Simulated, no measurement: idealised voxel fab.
Process module, titled voxel capacitor over wiring
Section cut is 275 nm wide and gridded with 5 nm square cells.
Square cells in a grid make up a cross-section in this document, and the grid is given as bands, listed from the top down, each one or more rows of cells. Within each band entry, the heights of the top and of the bottom of the band appear first, in that order and in nm; the materials of the band then follow from left to right, each with its corresponding width in nm. The designation "all across" on a single material indicates that it fills the band from edge to edge; the designation "blank" indicates empty space. It should be noted that heights are counted from 0, beneath which the wafer as supplied is of one material throughout, and that the lowest band possesses no lower boundary but continues downward, as written in "0 down". Per-row width for "30..40": begins at first number (top row of band), ends at second number (bottom row), increment between rows held constant. Key: "remained unchanged" - step with no changed cell in the cross-section. Basically, "Cavities, closed" tells you about the enclosed voids: empty spaces with no open way to the top, 8 cells or bigger, each written width x height at distance, where distance is from the left edge, all in nm. Note: text after step settings on the step line = simulator remark on that step. "overlay nm" on a masked step: distance the mask lay right of its planned place, negative for left.

Planned process steps:
1) RECEIVE: material Si
2) CONFORMAL_DEP: material SiO2, thk nm 10
3) DIRECTIONAL_DEP: material TiN, thk nm 5
4) DIRECTIONAL_DEP: material W, thk nm 20
5) PATTERN: tone cover, mask id METAL_1, material resist, width nm 30, pitch nm 95, thk nm 15, overlay nm 0
6) DIRECTIONAL_ETCH: etch materials W, depth nm 20
7) DIRECTIONAL_ETCH: etch materials TiN, depth nm 5
8) STRIP: etch materials resist
9) FILL_DEP: material lowk, thk nm 10
10) CMP: height nm 35
11) CONFORMAL_DEP: material SiCN, thk nm 5
12) DIRECTIONAL_DEP: material lowk, thk nm 10
13) DIRECTIONAL_DEP: material aC, thk nm 15
14) PATTERN: tone open, mask id PLUG_1, material resist, width nm 15, thk nm 35, overlay nm 0
15) DIRECTIONAL_ETCH: etch materials aC, depth nm 15
16) STRIP: etch materials resist
17) DIRECTIONAL_ETCH: etch materials lowk, depth nm 10
18) DIRECTIONAL_ETCH: etch materials SiCN, depth nm 5
19) STRIP: etch materials aC
20) EPI: material Ru, thk nm 10
21) EPI: material Ru, thk nm 5
22) DIRECTIONAL_DEP: material TiN, thk nm 10
23) DIRECTIONAL_DEP: material SiN, thk nm 5
24) DIRECTIONAL_DEP: material TiN, thk nm 5
25) MASKED_ETCH: tone cover, mask id UPPER_PLATE, width nm 70, etch materials TiN, depth nm 5, overlay nm 0
26) MASKED_ETCH: tone cover, mask id UPPER_PLATE, width nm 70, etch materials SiN, depth nm 5, overlay nm 0
27) MASKED_ETCH: tone cover, mask id LOWER_PLATE, width nm 80, etch materials TiN, depth nm 10, overlay nm 0
28) FILL_DEP: material SiO2, thk nm 15
29) CMP: height nm 80
30) DIRECTIONAL_DEP: material aC, thk nm 10
31) PATTERN: tone open, mask id PLUG_2, material resist, width nm 15, thk nm 25, overlay nm 0
32) DIRECTIONAL_ETCH: etch materials aC, depth nm 10
33) STRIP: etch materials resist
34) DIRECTIONAL_ETCH: etch materials SiO2, depth nm 10
35) STRIP: etch materials aC
36) CONFORMAL_DEP: material TiN, thk nm 5
37) FILL_DEP: material Cu, thk nm 10
38) CMP: height nm 80
39) CONFORMAL_DEP: material SiCN, thk nm 5

Cross-section: wafer on arrival = after step 1:
	0 down: Si all across
	Cavities, closed: none

Here's the wafer cut in cross-section after the module, started and planned just like above, except one thing was done wrong in the run:
	85 to 80: SiCN all across
	80 to 75: SiO2 100 nm, then TiN 5 nm, then Cu 5 nm, then TiN 5 nm, then SiO2 160 nm
	75 to 65: SiO2 100..105 nm, then TiN 15..55 nm, then SiO2 160..115 nm
	65 to 60: SiO2 105 nm, then SiN 55 nm, then SiO2 115 nm
	60 to 55: SiO2 85 nm, then TiN 5 nm, then SiO2 15 nm, then TiN 60 nm, then SiO2 110 nm
	55 to 50: SiO2 85 nm, then TiN 80 nm, then SiO2 110 nm
	50 to 45: lowk 90 nm, then SiN 15 nm, then lowk 170 nm
	45 to 40: lowk 90 nm, then TiN 15 nm, then lowk 170 nm
	40 to 35: SiCN 90 nm, then TiN 15 nm, then SiCN 170 nm
	35 to 25: lowk all across
	25 to 5: lowk 75 nm, then W 30 nm, then lowk 65 nm, then W 30 nm, then lowk 75 nm
	5 to 0: lowk 75 nm, then TiN 30 nm, then lowk 65 nm, then TiN 30 nm, then lowk 75 nm
	0 down: Si all across
	Cavities, closed: none
Here's what went sideways: step 2 from the plan never happened, it was just skipped
